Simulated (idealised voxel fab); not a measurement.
The following process module bears the name voxel transistor to metal.
270 nm wide, 5 nm square cells: that's cross-section cut.
This document writes a cross-section as a grid whose cells are square, and gives it as bands, listed from the top down; one or more rows of cells form a band. Per band: top height and bottom height in nm, followed by the left-to-right materials and their widths in nm; "edge to edge" marks a single material spanning edge to edge, "air" marks empty space. Measure heights from 0. That's the level where, below it, the as-received wafer is all one material. The lowest band is bottomless and extends downward; write it as in "from 0 down". You'd read "30..40" like this: the band's top row of cells is as wide as the first number, its bottom row is as wide as the second, and going down, every row changes width by the same amount as the row before did. "nothing changed", as given for a step, is the statement that not any cell of the cross-section underwent a change during that step. The entry "Sealed-off cavities" lists the empty spaces that cover at least 8 cells and have no open path to the top. Each is written as width x height at distance, where the distance is measured from the left edge and all three values are in nm. Step line, after settings: the simulator's comment on this step. For masked steps, "overlay nm" on the step line gives how far right of plan the mask actually lay; a minus sign means it lay to the left.
Intended process steps:
1) RECEIVE (material Si)
2) OXIDIZE (depth nm 5)
3) CONFORMAL_DEP (material SiN; thk nm 15)
4) MASKED_ETCH (tone cover; mask id ACTIVE; width nm 105; pitch nm 135; etch materials SiN; depth nm 15; overlay nm 0)
5) MASKED_ETCH (tone cover; mask id ACTIVE; width nm 105; pitch nm 135; etch materials SiO2; depth nm 5; overlay nm 0)
6) MASKED_ETCH (tone cover; mask id ACTIVE; width nm 105; pitch nm 135; etch materials Si; depth nm 35; overlay nm 0)
7) OXIDIZE (depth nm 5)
8) FILL_DEP (material SiO2; thk nm 15)
9) CMP (height nm 15)
10) SELECTIVE_ETCH (etch materials SiO2; depth nm 15)
11) STRIP (etch materials SiN)
12) SELECTIVE_ETCH (etch materials SiO2; depth nm 5)
13) OXIDIZE (depth nm 5)
14) DIRECTIONAL_DEP (material polySi; thk nm 25)
15) DIRECTIONAL_DEP (material SiCN; thk nm 15)
16) MASKED_ETCH (tone cover; mask id GATE; width nm 25; pitch nm 135; etch materials SiCN; depth nm 25; overlay nm 0)
17) MASKED_ETCH (tone cover; mask id GATE; width nm 25; pitch nm 135; etch materials polySi; depth nm 35; overlay nm 0)
18) CONFORMAL_DEP (material SiO2; thk nm 5)
19) DIRECTIONAL_ETCH (etch materials SiO2; depth nm 5)
20) CONFORMAL_DEP (material SiN; thk nm 10)
21) DIRECTIONAL_ETCH (etch materials SiN; depth nm 10)
22) DIRECTIONAL_ETCH (etch materials SiO2; depth nm 5)
23) DIRECTIONAL_ETCH (etch materials Si; depth nm 5)
24) EPI (material pSi; thk nm 10)
25) FILL_DEP (material SiO2; thk nm 10)
26) CMP (height nm 20)
27) STRIP (etch materials polySi)
28) SELECTIVE_ETCH (etch materials SiO2; depth nm 5)
29) CONFORMAL_DEP (material HfO2; thk nm 5)
30) CONFORMAL_DEP (material TiN; thk nm 5)
31) FILL_DEP (material W; thk nm 10)
32) CMP (height nm 15)
33) DIRECTIONAL_DEP (material SiO2; thk nm 10)
34) DIRECTIONAL_DEP (material aC; thk nm 10)
35) PATTERN (tone open; mask id CONTACT; material resist; width nm 20; thk nm 30; overlay nm 0)
36) DIRECTIONAL_ETCH (etch materials aC; depth nm 10)
37) STRIP (etch materials resist)
38) DIRECTIONAL_ETCH (etch materials SiO2; depth nm 30)
39) STRIP (etch materials aC)
40) CONFORMAL_DEP (material TiN; thk nm 5)
41) FILL_DEP (material W; thk nm 10)
42) CMP (height nm 25)
43) CONFORMAL_DEP (material SiN; thk nm 5)
44) DIRECTIONAL_DEP (material lowk; thk nm 25)
45) DIRECTIONAL_DEP (material aC; thk nm 15)
46) PATTERN (tone open; mask id METAL_1; material resist; width nm 20; thk nm 30; overlay nm 0)
47) DIRECTIONAL_ETCH (etch materials aC; depth nm 15)
48) STRIP (etch materials resist)
49) DIRECTIONAL_ETCH (etch materials lowk; depth nm 25)
50) DIRECTIONAL_ETCH (etch materials SiN; depth nm 5)
51) STRIP (etch materials aC)
52) CONFORMAL_DEP (material TiN; thk nm 5)
53) FILL_DEP (material Cu; thk nm 5)
54) CMP (height nm 55)
55) EPI (material Ru; thk nm 5)
56) FILL_DEP (material SiCN; thk nm 5)
This is the cross-section of the wafer as we received it, i.e. after step 1:
    from 0 down = Si edge to edge
    Sealed-off cavities: none
First of two wafers: cross-section at end of module, run per plan:
    from 65 to 60 = SiCN edge to edge
    from 60 to 55 = SiCN: 15, Ru: 30, SiCN: 45, Ru: 30, SiCN: 30, Ru: 30, SiCN: 45, Ru: 30, SiCN: 15
    from 55 to 30 = lowk: 20, TiN: 5, Cu: 10, TiN: 5, lowk: 55, TiN: 5, Cu: 10, TiN: 5, lowk: 40, TiN: 5, Cu: 10, TiN: 5, lowk: 55, TiN: 5, Cu: 10, TiN: 5, lowk: 20
    from 30 to 25 = SiN: 20, TiN: 20, SiN: 55, TiN: 20, SiN: 40, TiN: 20, SiN: 55, TiN: 20, SiN: 20
    from 25 to 15 = SiO2: 20, TiN: 5, W: 10, TiN: 5, SiO2: 55, TiN: 5, W: 10, TiN: 5, SiO2: 40, TiN: 5, W: 10, TiN: 5, SiO2: 55, TiN: 5, W: 10, TiN: 5, SiO2: 20
    from 15 to 5 = SiO2: 20, TiN: 5, W: 10, TiN: 5, SiN: 10, HfO2: 5, TiN: 5, W: 15, TiN: 5, HfO2: 5, SiN: 10, TiN: 5, W: 10, TiN: 5, SiO2: 40, TiN: 5, W: 10, TiN: 5, SiN: 10, HfO2: 5, TiN: 5, W: 15, TiN: 5, HfO2: 5, SiN: 10, TiN: 5, W: 10, TiN: 5, SiO2: 20
    from 5 to 0 = SiO2: 20, TiN: 20, SiN: 10, HfO2: 5, TiN: 5, W: 15, TiN: 5, HfO2: 5, SiN: 10, TiN: 20, SiO2: 40, TiN: 20, SiN: 10, HfO2: 5, TiN: 5, W: 15, TiN: 5, HfO2: 5, SiN: 10, TiN: 20, SiO2: 20
    from 0 to -5 = SiO2: 20, TiN: 10, pSi: 10, SiN: 10, HfO2: 5, TiN: 25, HfO2: 5, SiN: 10, pSi: 10, TiN: 10, SiO2: 40, TiN: 10, pSi: 10, SiN: 10, HfO2: 5, TiN: 25, HfO2: 5, SiN: 10, pSi: 10, TiN: 10, SiO2: 20
    from -5 to -10 = SiO2: 15, pSi: 25, SiO2: 10, HfO2: 35, SiO2: 10, pSi: 25, SiO2: 30, pSi: 25, SiO2: 10, HfO2: 35, SiO2: 10, pSi: 25, SiO2: 15
    from -10 to -15 = SiO2: 20, pSi: 20, Si: 55, pSi: 20, SiO2: 40, pSi: 20, Si: 55, pSi: 20, SiO2: 20
    from -15 to -45 = SiO2: 20, Si: 95, SiO2: 40, Si: 95, SiO2: 20
    from -45 down = Si edge to edge
    Sealed-off cavities: none
Module end: cross-section of wafer two of two. Same start and process plan as the first wafer. One mistake during execution:
    from 65 to 60 = SiCN edge to edge
    from 60 to 55 = SiCN: 15, Ru: 30, SiCN: 45, Ru: 30, SiCN: 30, Ru: 30, SiCN: 45, Ru: 30, SiCN: 15
    from 55 to 30 = lowk: 20, TiN: 5, Cu: 10, TiN: 5, lowk: 55, TiN: 5, Cu: 10, TiN: 5, lowk: 40, TiN: 5, Cu: 10, TiN: 5, lowk: 55, TiN: 5, Cu: 10, TiN: 5, lowk: 20
    from 30 to 25 = SiN: 20, TiN: 20, SiN: 55, TiN: 20, SiN: 40, TiN: 20, SiN: 55, TiN: 20, SiN: 20
    from 25 to 15 = SiO2: 20, TiN: 5, W: 10, TiN: 5, SiO2: 55, TiN: 5, W: 10, TiN: 5, SiO2: 40, TiN: 5, W: 10, TiN: 5, SiO2: 55, TiN: 5, W: 10, TiN: 5, SiO2: 20
    from 15 to 10 = SiO2: 20, TiN: 5, W: 10, TiN: 5, SiN: 10, HfO2: 5, TiN: 5, W: 15, TiN: 5, HfO2: 5, SiN: 10, TiN: 5, W: 10, TiN: 5, SiO2: 40, TiN: 5, W: 10, TiN: 5, SiN: 10, HfO2: 5, TiN: 5, W: 15, TiN: 5, HfO2: 5, SiN: 10, TiN: 5, W: 10, TiN: 5, SiO2: 20
    from 10 to 5 = SiO2: 20, TiN: 20, SiN: 10, HfO2: 5, TiN: 5, W: 15, TiN: 5, HfO2: 5, SiN: 10, TiN: 20, SiO2: 40, TiN: 20, SiN: 10, HfO2: 5, TiN: 5, W: 15, TiN: 5, HfO2: 5, SiN: 10, TiN: 20, SiO2: 20
    from 5 to 0 = SiO2: 20, TiN: 10, pSi: 10, SiN: 10, HfO2: 5, TiN: 25, HfO2: 5, SiN: 10, pSi: 10, TiN: 10, SiO2: 40, TiN: 10, pSi: 10, SiN: 10, HfO2: 5, TiN: 25, HfO2: 5, SiN: 10, pSi: 10, TiN: 10, SiO2: 20
    from 0 to -5 = SiO2: 5, SiN: 10, pSi: 25, SiO2: 10, HfO2: 35, SiO2: 10, pSi: 25, SiN: 10, SiO2: 10, SiN: 10, pSi: 25, SiO2: 10, HfO2: 35, SiO2: 10, pSi: 25, SiN: 10, SiO2: 5
    from -5 to -10 = SiO2: 20, pSi: 20, Si: 55, pSi: 20, SiO2: 40, pSi: 20, Si: 55, pSi: 20, SiO2: 20
    from -10 to -45 = SiO2: 20, Si: 95, SiO2: 40, Si: 95, SiO2: 20
    from -45 down = Si edge to edge
    Sealed-off cavities: none
What went wrong in running the wafer? it was found that steps 11 and 12 of the process plan had been performed in exchanged positions
End of process, cell counts, second wafer against first, materials with more or fewer: 4 fewer of HfO2, 38 more of Si, 8 fewer of SiO2, 12 fewer of TiN, 14 fewer of W
